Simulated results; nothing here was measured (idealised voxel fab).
process module | voxel released beams
cross-section cut | 210 nm wide | cells 5 nm
A cross-section is a grid of square cells, given in bands from the top down. A band is one or more rows of cells.
Each band's line starts with the height of the band's top and of its bottom, in nm. Then come its materials from left to right, each with its width in nm. One material with "throughout" fills the band from edge to edge. "air" is empty space.
Height 0 is the level under which the wafer as received is all one material. The lowest band goes on downwards, as in "0 down".
A width such as "30 to 40" changes by the same amount from each row of cells to the next, from the band's top row to its bottom row.
"no change" after a step means that no cell of the cross-section changed.
closed voids: empty space of 8 cells or more with no open way to the top, each as width x height at its distance from the left edge, in nm
after a step's settings: what the simulator itself notes on the step
overlay nm, on a step with a mask: how far to the right of its planned place the mask lay; to the left if negative
plan
1 op RECEIVE | material Si
2 op CONFORMAL_DEP | material Al2O3 | thk nm 10
3 op DIRECTIONAL_DEP | material SiO2 | thk nm 20
4 op PATTERN | tone open | mask id ANCHOR | material resist | width nm 35 | thk nm 20 | overlay nm 0
5 op DIRECTIONAL_ETCH | etch materials SiO2 | depth nm 20
6 op STRIP | etch materials resist
7 op CONFORMAL_DEP | material polySi | thk nm 15
8 op MASKED_ETCH | tone cover | mask id BEAM | width nm 115 | etch materials polySi | depth nm 15 | overlay nm 0
9 op STRIP | etch materials SiO2
first wafer, as planned
as received, after step 1
  0 down: Si throughout
  closed voids: none
after step 2
  10 to 0: Al2O3 throughout
  below 0: unchanged
after step 3
  30 to 10: SiO2 throughout
  below 10: unchanged
after step 4
  50 to 30: resist 50 | air 35 | resist 125
  below 30: unchanged
after step 5
  50 to 30: resist 50 | air 35 | resist 125
  30 to 10: SiO2 50 | air 35 | SiO2 125
  below 10: unchanged
after step 6
  30 to 10: SiO2 50 | air 35 | SiO2 125
  below 10: unchanged
after step 7
  45 to 30: polySi 65 | air 5 | polySi 140
  30 to 25: SiO2 50 | polySi 15 | air 5 | polySi 15 | SiO2 125
  25 to 10: SiO2 50 | polySi 35 | SiO2 125
  below 10: unchanged
after step 8
  45 to 30: air 45 | polySi 20 | air 5 | polySi 90 | air 50
  below 30: unchanged
after step 9
  45 to 30: air 45 | polySi 20 | air 5 | polySi 90 | air 50
  30 to 25: air 50 | polySi 15 | air 5 | polySi 15 | air 125
  25 to 10: air 50 | polySi 35 | air 125
  below 10: unchanged
second wafer: like start, like plan, one mistake. Through step 2 it matches the first wafer
when step 3 should have ended
  30 to 10: polySi throughout
  below 10: unchanged
when step 4 should have ended
  50 to 30: resist 50 | air 35 | resist 125
  below 30: unchanged
when step 5 should have ended: no change
when step 6 should have ended
  30 to 10: polySi throughout
  below 10: unchanged
when step 7 should have ended
  45 to 10: polySi throughout
  below 10: unchanged
when step 8 should have ended
  45 to 30: air 45 | polySi 115 | air 50
  below 30: unchanged
when step 9 should have ended: no change
what went wrong: step 3 ran as: op DIRECTIONAL_DEP | material polySi | thk nm 20
at the end the second wafer has, in cells: 144 more of polySi
